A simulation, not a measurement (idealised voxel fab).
This section sets out a process module, namely voxel wiring stack.
Shown is cross-section cut, with a width of 290 nm and square cells of size 5 nm.
Just so we're on the same page, the cross-sections are grids of square cells, and they're listed out in bands top to bottom, each band one or more rows deep. Top height, bottom height, nm. Materials left to right, width each, nm. Single material + "all across" = fills band edge to edge. "blank" = empty. Convention: height 0 is the level below which the wafer, as received, is all one material. The lowest band does not terminate at the bottom but continues downward, represented as "from 0 down". A width such as "30..40" changes by the same amount from each row of cells to the next, from the band's top row to its bottom row. No cell of the cross-section changed in a step that is given as "same as before". The label "Encapsulated voids" introduces a list of the empty spaces, 8 cells or larger, that have no open way up to the top; each entry in it reads width x height at distance, where the distance is taken from the left edge and all three are stated in nm. Past the settings on a step's line: simulator remark, on that step. The "overlay nm" setting may appear on a step's line; for a step that uses a mask, it gives how far to the right of its planned position the mask lay, and a negative value indicates the left.

Process steps - plan
1) RECEIVE: material Si
2) CONFORMAL_DEP: material SiO2, thk nm 15
3) DIRECTIONAL_DEP: material TiN, thk nm 5
4) DIRECTIONAL_DEP: material W, thk nm 20
5) DIRECTIONAL_DEP: material aC, thk nm 10
6) PATTERN: tone cover, mask id METAL_1, material resist, width nm 30, pitch nm 60, thk nm 25, overlay nm 0
7) DIRECTIONAL_ETCH: etch materials aC, depth nm 10
8) STRIP: etch materials resist
9) DIRECTIONAL_ETCH: etch materials W, depth nm 20
10) DIRECTIONAL_ETCH: etch materials TiN, depth nm 5
11) STRIP: etch materials aC
12) FILL_DEP: material SiO2, thk nm 5
13) CMP: height nm 40
14) CONFORMAL_DEP: material SiCN, thk nm 5
15) DIRECTIONAL_DEP: material lowk, thk nm 30
16) PATTERN: tone open, mask id METAL_2_HOLES, material resist, width nm 15, pitch nm 120, thk nm 15, overlay nm -15
17) DIRECTIONAL_ETCH: etch materials lowk, depth nm 30
18) STRIP: etch materials resist
19) PATTERN: tone open, mask id METAL_2, material resist, width nm 30, pitch nm 60, thk nm 20, overlay nm 0
20) DIRECTIONAL_ETCH: etch materials lowk, depth nm 20
21) DIRECTIONAL_ETCH: etch materials SiCN, depth nm 5
22) STRIP: etch materials resist
23) CONFORMAL_DEP: material TiN, thk nm 5
24) FILL_DEP: material Cu, thk nm 10
25) CMP: height nm 75
26) CONFORMAL_DEP: material SiCN, thk nm 5
27) DIRECTIONAL_DEP: material SiO2, thk nm 15
28) PATTERN: tone open, mask id PLUG_2, material resist, width nm 15, pitch nm 60, thk nm 15, overlay nm 0
29) DIRECTIONAL_ETCH: etch materials SiO2, depth nm 15
30) DIRECTIONAL_ETCH: etch materials SiCN, depth nm 5
31) STRIP: etch materials resist
32) EPI: material Ru, thk nm 10
33) EPI: material Ru, thk nm 10
34) DIRECTIONAL_DEP: material TiN, thk nm 5
35) DIRECTIONAL_DEP: material W, thk nm 20
36) DIRECTIONAL_DEP: material aC, thk nm 10
37) PATTERN: tone cover, mask id METAL_3, material resist, width nm 30, pitch nm 60, thk nm 25, overlay nm 0
38) DIRECTIONAL_ETCH: etch materials aC, depth nm 10
39) STRIP: etch materials resist
40) DIRECTIONAL_ETCH: etch materials W, depth nm 20
41) DIRECTIONAL_ETCH: etch materials TiN, depth nm 5
42) STRIP: etch materials aC
43) FILL_DEP: material lowk, thk nm 5
44) CMP: height nm 120
45) CONFORMAL_DEP: material SiCN, thk nm 5
For clarity, it should be stated that the wafers under discussion commence in an identical condition and differ with respect to the overlay nm of step 16, the plan indicating the value that the first wafer had.

Received condition of the first of several wafers, sectioned: post-step 1
> from 0 down | Si all across
> Encapsulated voids: none

First wafer of several, cross-section, module end, after step 45 (last)
> from 125 to 120 | SiCN all across
> from 120 to 100 | 70 lowk; 30 W; 30 lowk; 30 W; 30 lowk; 30 W; 70 lowk
> from 100 to 95 | 70 lowk; 30 TiN; 30 lowk; 30 TiN; 30 lowk; 30 TiN; 70 lowk
> from 95 to 80 | 70 SiO2; 15 Ru; 45 SiO2; 15 Ru; 45 SiO2; 15 Ru; 85 SiO2
> from 80 to 75 | 70 SiCN; 15 Ru; 45 SiCN; 15 Ru; 45 SiCN; 15 Ru; 85 SiCN
> from 75 to 60 | 55 lowk; 5 TiN; 35 Cu; 5 TiN; 30 lowk; 5 TiN; 20 Cu; 5 TiN; 15 lowk; 5 TiN; 35 Cu; 5 TiN; 70 lowk
> from 60 to 55 | 55 lowk; 5 TiN; 5 Cu; 35 TiN; 30 lowk; 30 TiN; 15 lowk; 5 TiN; 5 Cu; 35 TiN; 70 lowk
> from 55 to 50 | 55 lowk; 5 TiN; 5 Cu; 5 TiN; 105 lowk; 5 TiN; 5 Cu; 5 TiN; 100 lowk
> from 50 to 45 | 55 lowk; 15 TiN; 105 lowk; 15 TiN; 100 lowk
> from 45 to 40 | SiCN all across
> from 40 to 20 | 70 SiO2; 30 W; 30 SiO2; 30 W; 30 SiO2; 30 W; 70 SiO2
> from 20 to 15 | 70 SiO2; 30 TiN; 30 SiO2; 30 TiN; 30 SiO2; 30 TiN; 70 SiO2
> from 15 to 0 | SiO2 all across
> from 0 down | Si all across
> Encapsulated voids: none

A cross-section through the last wafer at the close of the module
> from 125 to 120 | SiCN all across
> from 120 to 100 | 70 lowk; 30 W; 30 lowk; 30 W; 30 lowk; 30 W; 70 lowk
> from 100 to 95 | 70 lowk; 30 TiN; 30 lowk; 30 TiN; 30 lowk; 30 TiN; 70 lowk
> from 95 to 80 | 70 SiO2; 15 Ru; 45 SiO2; 15 Ru; 45 SiO2; 15 Ru; 85 SiO2
> from 80 to 75 | 70 SiCN; 15 Ru; 45 SiCN; 15 Ru; 45 SiCN; 15 Ru; 85 SiCN
> from 75 to 60 | 70 lowk; 5 TiN; 20 Cu; 5 TiN; 30 lowk; 5 TiN; 20 Cu; 5 TiN; 30 lowk; 5 TiN; 20 Cu; 5 TiN; 70 lowk
> from 60 to 55 | 70 lowk; 20 TiN; 5 Cu; 5 TiN; 30 lowk; 30 TiN; 30 lowk; 20 TiN; 5 Cu; 5 TiN; 70 lowk
> from 55 to 45 | 85 lowk; 5 TiN; 5 Cu; 5 TiN; 105 lowk; 5 TiN; 5 Cu; 5 TiN; 70 lowk
> from 45 to 40 | 85 SiCN; 15 TiN; 105 SiCN; 15 TiN; 70 SiCN
> from 40 to 20 | 70 SiO2; 30 W; 30 SiO2; 30 W; 30 SiO2; 30 W; 70 SiO2
> from 20 to 15 | 70 SiO2; 30 TiN; 30 SiO2; 30 TiN; 30 SiO2; 30 TiN; 70 SiO2
> from 15 to 0 | SiO2 all across
> from 0 down | Si all across
> Encapsulated voids: none

Basically each wafer gets a line in the table, showing it at the end of the module: material by material, the cells it gained (+) or lost (-) since we got it, then its closed voids
overlay nm -15, +58 Cu, +36 Ru, +165 SiCN, +521 SiO2, +86 TiN, +144 W, +440 lowk, Encapsulated voids: none
overlay nm -10, +52 Cu, +36 Ru, +163 SiCN, +521 SiO2, +86 TiN, +144 W, +448 lowk, Encapsulated voids: none
overlay nm -5, +46 Cu, +36 Ru, +161 SiCN, +521 SiO2, +86 TiN, +144 W, +456 lowk, Encapsulated voids: none
overlay nm 0, +42 Cu, +36 Ru, +159 SiCN, +521 SiO2, +84 TiN, +144 W, +464 lowk, Encapsulated voids: none
overlay nm 5, +42 Cu, +36 Ru, +159 SiCN, +521 SiO2, +84 TiN, +144 W, +464 lowk, Encapsulated voids: none
overlay nm 10, +42 Cu, +36 Ru, +159 SiCN, +521 SiO2, +84 TiN, +144 W, +464 lowk, Encapsulated voids: none
overlay nm 15, +42 Cu, +36 Ru, +159 SiCN, +521 SiO2, +84 TiN, +144 W, +464 lowk, Encapsulated voids: none
